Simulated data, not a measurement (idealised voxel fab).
Process module heading - voxel double patterning
In the cross-section labelled cut, the width is 245 nm and each square cell is 5 nm.
Cross-section format: a grid of square cells, given as bands from top to bottom; each band is one or more rows of cells.
Quick guide to a band line: top height, bottom height (nm) up front; then every material left to right with its width in nm. Only one material and it's marked "edge to edge"? Then it fills the band edge to edge. And "blank" just means empty space.
A quick word on heights: they are counted from 0, and under that level the wafer as it came to us is one material throughout. The lowest band is different from the rest in having no bottom; it simply continues downward, written as in "top 0, no bottom".
A two-number width, for instance "30..40", indicates that the width is equal to the first number in the top row of the band and to the second number in the bottom row, and that it changes by a constant amount per row of cells.
Key: "nothing altered" - step with no changed cell in the cross-section.
Look at "Sealed-off cavities" for the closed voids: empty spaces with no open path to the top, sized 8 cells or up. Each is width x height at distance, distance from the left edge, all nm.
Where a step's line continues beyond its settings, the continuation is a remark by the simulator itself on that step.
overlay nm: step with mask; distance mask lay right of planned place; negative value = left of planned place.
The following list gives the planned process steps:
step 1: RECEIVE | material Si
step 2: CONFORMAL_DEP | material SiO2 | thk nm 5
step 3: DIRECTIONAL_DEP | material polySi | thk nm 15
step 4: DIRECTIONAL_DEP | material SiN | thk nm 5
step 5: DIRECTIONAL_DEP | material aC | thk nm 10
step 6: PATTERN | tone open | mask id FIRST | material resist | width nm 15 | pitch nm 50 | thk nm 30 | overlay nm 0
step 7: DIRECTIONAL_ETCH | etch materials aC | depth nm 10
step 8: STRIP | etch materials resist
step 9: DIRECTIONAL_ETCH | etch materials SiN | depth nm 5
step 10: STRIP | etch materials aC
step 11: PATTERN | tone open | mask id SECOND | material resist | width nm 15 | thk nm 20 | overlay nm 0
step 12: DIRECTIONAL_ETCH | etch materials SiN | depth nm 5
step 13: STRIP | etch materials resist
step 14: DIRECTIONAL_ETCH | etch materials polySi | depth nm 15
step 15: STRIP | etch materials SiN
Cross-sectional view of the wafer in its as-received condition, corresponding to the state after step 1:
	top 0, no bottom = Si edge to edge
	Sealed-off cavities: none
Run as planned - first of the two wafers cross-sectioned at the end of the module:
	top 20, bottom 5 = 90 nm polySi | 15 nm blank | 10 nm polySi | 15 nm blank | 10 nm polySi | 15 nm blank | 90 nm polySi
	top 5, bottom 0 = SiO2 edge to edge
	top 0, no bottom = Si edge to edge
	Sealed-off cavities: none
Same start, same plan as the first wafer - but one mistake in the run. Cross-section of the second of the two at the end of the module:
	top 20, bottom 5 = 90 nm polySi | 15 nm blank | 10 nm polySi | 20 nm blank | 5 nm polySi | 15 nm blank | 90 nm polySi
	top 5, bottom 0 = SiO2 edge to edge
	top 0, no bottom = Si edge to edge
	Sealed-off cavities: none
Plan not followed: step 11 was processed under conditions differing from the plan, specifically as PATTERN | tone open | mask id SECOND | material resist | width nm 20 | thk nm 20 | overlay nm 0
Final cells, second wafer relative to first, materials higher or lower: polySi: 3 fewer
